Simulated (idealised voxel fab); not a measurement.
The process module presented herein is designated voxel gate over fins.
Pictured: cross-section cut, 250 nm wide, on a grid of 5 nm square cells.
Format of a cross-section: grid, square cells. Given as bands. Order: top down. Band: one or more rows of cells.
It is stipulated that each band's entry specify, in nanometres, the height of the top of the band and then that of its bottom, followed by the materials of the band in left-to-right sequence, each together with its width in nanometres. A single material marked by the word "edge to edge" is understood to fill the band from edge to edge; the word "empty" is understood to denote empty space.
It should be noted that heights are counted from 0, beneath which the wafer as supplied is of one material throughout, and that the lowest band possesses no lower boundary but continues downward, as written in "from 0 down".
So if you see something like "30 to 40" for the width, read it as the top row of the band sitting at the first number and the bottom row at the second, with every row in between moving by the same amount as the last.
"changes: none", as given for a step, is the statement that not any cell of the cross-section underwent a change during that step.
Under "Closed void entries" you'll find the enclosed gaps, the ones with no way out to the top, that are 8 cells or bigger; each reads width x height at distance, with distance counted from the left edge, everything in nm.
Where a step's line continues beyond its settings, the continuation is a remark by the simulator itself on that step.
For masked steps, "overlay nm" on the step line gives how far right of plan the mask actually lay; a minus sign means it lay to the left.
These are the steps we planned for the process
step 1: op RECEIVE | material Si
step 2: op CONFORMAL_DEP | material SiN | thk nm 10
step 3: op PATTERN | tone cover | mask id FINS | material resist | width nm 15 | pitch nm 35 | thk nm 20 | overlay nm 0
step 4: op DIRECTIONAL_ETCH | etch materials SiN | depth nm 10
step 5: op DIRECTIONAL_ETCH | etch materials Si | depth nm 35
step 6: op STRIP | etch materials resist
step 7: op FILL_DEP | material SiO2 | thk nm 10
step 8: op CMP | height nm 10
step 9: op SELECTIVE_ETCH | etch materials SiO2 | depth nm 25
step 10: op STRIP | etch materials SiN
step 11: op CONFORMAL_DEP | material HfO2 | thk nm 5
step 12: op CONFORMAL_DEP | material TiN | thk nm 5
step 13: op CONFORMAL_DEP | material TiAl | thk nm 5
step 14: op CONFORMAL_DEP | material TiN | thk nm 5
step 15: op FILL_DEP | material W | thk nm 10
step 16: op CMP | height nm 25
step 17: op CONFORMAL_DEP | material SiN | thk nm 5
So, the first of our two wafers, run just as we planned it
Cross-sectional view of the wafer in its as-received condition, corresponding to the state after step 1
* from 0 down  Si edge to edge
* Closed void entries: none
The wafer in cross-section once step 2 is complete
* from 10 to 0  SiN edge to edge
* Lower than 0, everything is as it was.
The wafer in cross-section once step 3 is complete
* from 30 to 10  empty 100 / resist 15 / empty 20 / resist 15 / empty 100
* Lower than 10, everything is as it was.
The wafer in cross-section once step 4 is complete
* from 30 to 10  empty 100 / resist 15 / empty 20 / resist 15 / empty 100
* from 10 to 0  empty 100 / SiN 15 / empty 20 / SiN 15 / empty 100
* Lower than 0, everything is as it was.
The wafer in cross-section once step 5 is complete
* from 30 to 10  empty 100 / resist 15 / empty 20 / resist 15 / empty 100
* from 10 to 0  empty 100 / SiN 15 / empty 20 / SiN 15 / empty 100
* from 0 to -35  empty 100 / Si 15 / empty 20 / Si 15 / empty 100
* Lower than -35, everything is as it was.
The wafer in cross-section once step 6 is complete
* from 10 to 0  empty 100 / SiN 15 / empty 20 / SiN 15 / empty 100
* Lower than 0, everything is as it was.
The wafer in cross-section once step 7 is complete
* from 20 to 10  SiO2 edge to edge
* from 10 to 0  SiO2 100 / SiN 15 / SiO2 20 / SiN 15 / SiO2 100
* from 0 to -35  SiO2 100 / Si 15 / SiO2 20 / Si 15 / SiO2 100
* Lower than -35, everything is as it was.
The wafer in cross-section once step 8 is complete
* from 10 to 0  SiO2 100 / SiN 15 / SiO2 20 / SiN 15 / SiO2 100
* Lower than 0, everything is as it was.
The wafer in cross-section once step 9 is complete
* from 10 to 0  empty 100 / SiN 15 / empty 20 / SiN 15 / empty 100
* from 0 to -15  empty 100 / Si 15 / empty 20 / Si 15 / empty 100
* Lower than -15, everything is as it was.
The wafer in cross-section once step 10 is complete
* from 0 to -15  empty 100 / Si 15 / empty 20 / Si 15 / empty 100
* Lower than -15, everything is as it was.
The wafer in cross-section once step 11 is complete
* from 5 to 0  empty 95 / HfO2 25 / empty 10 / HfO2 25 / empty 95
* from 0 to -10  empty 95 / HfO2 5 / Si 15 / HfO2 5 / empty 10 / HfO2 5 / Si 15 / HfO2 5 / empty 95
* from -10 to -15  HfO2 100 / Si 15 / HfO2 20 / Si 15 / HfO2 100
* Lower than -15, everything is as it was.
The wafer in cross-section once step 12 is complete
* from 10 to 5  empty 90 / TiN 70 / empty 90
* from 5 to 0  empty 90 / TiN 5 / HfO2 25 / TiN 10 / HfO2 25 / TiN 5 / empty 90
* from 0 to -5  empty 90 / TiN 5 / HfO2 5 / Si 15 / HfO2 5 / TiN 10 / HfO2 5 / Si 15 / HfO2 5 / TiN 5 / empty 90
* from -5 to -10  TiN 95 / HfO2 5 / Si 15 / HfO2 5 / TiN 10 / HfO2 5 / Si 15 / HfO2 5 / TiN 95
* Lower than -10, everything is as it was.
The wafer in cross-section once step 13 is complete
* from 15 to 10  empty 85 / TiAl 80 / empty 85
* from 10 to 5  empty 85 / TiAl 5 / TiN 70 / TiAl 5 / empty 85
* from 5 to 0  empty 85 / TiAl 5 / TiN 5 / HfO2 25 / TiN 10 / HfO2 25 / TiN 5 / TiAl 5 / empty 85
* from 0 to -5  TiAl 90 / TiN 5 / HfO2 5 / Si 15 / HfO2 5 / TiN 10 / HfO2 5 / Si 15 / HfO2 5 / TiN 5 / TiAl 90
* Lower than -5, everything is as it was.
The wafer in cross-section once step 14 is complete
* from 20 to 15  empty 80 / TiN 90 / empty 80
* from 15 to 10  empty 80 / TiN 5 / TiAl 80 / TiN 5 / empty 80
* from 10 to 5  empty 80 / TiN 5 / TiAl 5 / TiN 70 / TiAl 5 / TiN 5 / empty 80
* from 5 to 0  TiN 85 / TiAl 5 / TiN 5 / HfO2 25 / TiN 10 / HfO2 25 / TiN 5 / TiAl 5 / TiN 85
* Lower than 0, everything is as it was.
The wafer in cross-section once step 15 is complete
* from 30 to 20  W edge to edge
* from 20 to 15  W 80 / TiN 90 / W 80
* from 15 to 10  W 80 / TiN 5 / TiAl 80 / TiN 5 / W 80
* from 10 to 5  W 80 / TiN 5 / TiAl 5 / TiN 70 / TiAl 5 / TiN 5 / W 80
* Lower than 5, everything is as it was.
The wafer in cross-section once step 16 is complete
* from 25 to 20  W edge to edge
* Lower than 20, everything is as it was.
The wafer in cross-section once step 17 is complete
* from 30 to 25  SiN edge to edge
* Lower than 25, everything is as it was.
Wafer two: like wafer one in start and plan, but with one mistake in execution; identical up to and including step 10
What the second wafer looks like in cross-section when step 11 should have wrapped up
* from 15 to 0  empty 85 / HfO2 80 / empty 85
* from 0 to -15  HfO2 100 / Si 15 / HfO2 20 / Si 15 / HfO2 100
* Lower than -15, everything is as it was.
What the second wafer looks like in cross-section when step 12 should have wrapped up
* from 20 to 15  empty 80 / TiN 90 / empty 80
* from 15 to 5  empty 80 / TiN 5 / HfO2 80 / TiN 5 / empty 80
* from 5 to 0  TiN 85 / HfO2 80 / TiN 85
* Lower than 0, everything is as it was.
What the second wafer looks like in cross-section when step 13 should have wrapped up
* from 25 to 20  empty 75 / TiAl 100 / empty 75
* from 20 to 15  empty 75 / TiAl 5 / TiN 90 / TiAl 5 / empty 75
* from 15 to 10  empty 75 / TiAl 5 / TiN 5 / HfO2 80 / TiN 5 / TiAl 5 / empty 75
* from 10 to 5  TiAl 80 / TiN 5 / HfO2 80 / TiN 5 / TiAl 80
* Lower than 5, everything is as it was.
What the second wafer looks like in cross-section when step 14 should have wrapped up
* from 30 to 25  empty 70 / TiN 110 / empty 70
* from 25 to 20  empty 70 / TiN 5 / TiAl 100 / TiN 5 / empty 70
* from 20 to 15  empty 70 / TiN 5 / TiAl 5 / TiN 90 / TiAl 5 / TiN 5 / empty 70
* from 15 to 10  TiN 75 / TiAl 5 / TiN 5 / HfO2 80 / TiN 5 / TiAl 5 / TiN 75
* Lower than 10, everything is as it was.
What the second wafer looks like in cross-section when step 15 should have wrapped up
* from 40 to 30  W edge to edge
* from 30 to 25  W 70 / TiN 110 / W 70
* from 25 to 20  W 70 / TiN 5 / TiAl 100 / TiN 5 / W 70
* from 20 to 15  W 70 / TiN 5 / TiAl 5 / TiN 90 / TiAl 5 / TiN 5 / W 70
* Lower than 15, everything is as it was.
What the second wafer looks like in cross-section when step 16 should have wrapped up
* from 25 to 20  W 70 / TiN 5 / TiAl 100 / TiN 5 / W 70
* Lower than 20, everything is as it was.
What the second wafer looks like in cross-section when step 17 should have wrapped up
* from 30 to 25  SiN edge to edge
* Lower than 25, everything is as it was.
Error vs. plan: for step 11, the planned setting was not used; the step was instead run as op CONFORMAL_DEP | material HfO2 | thk nm 15
The closing comparison, in cells, has the second wafer with more or fewer of some materials than the first: +118 HfO2 | -28 TiN | -90 W
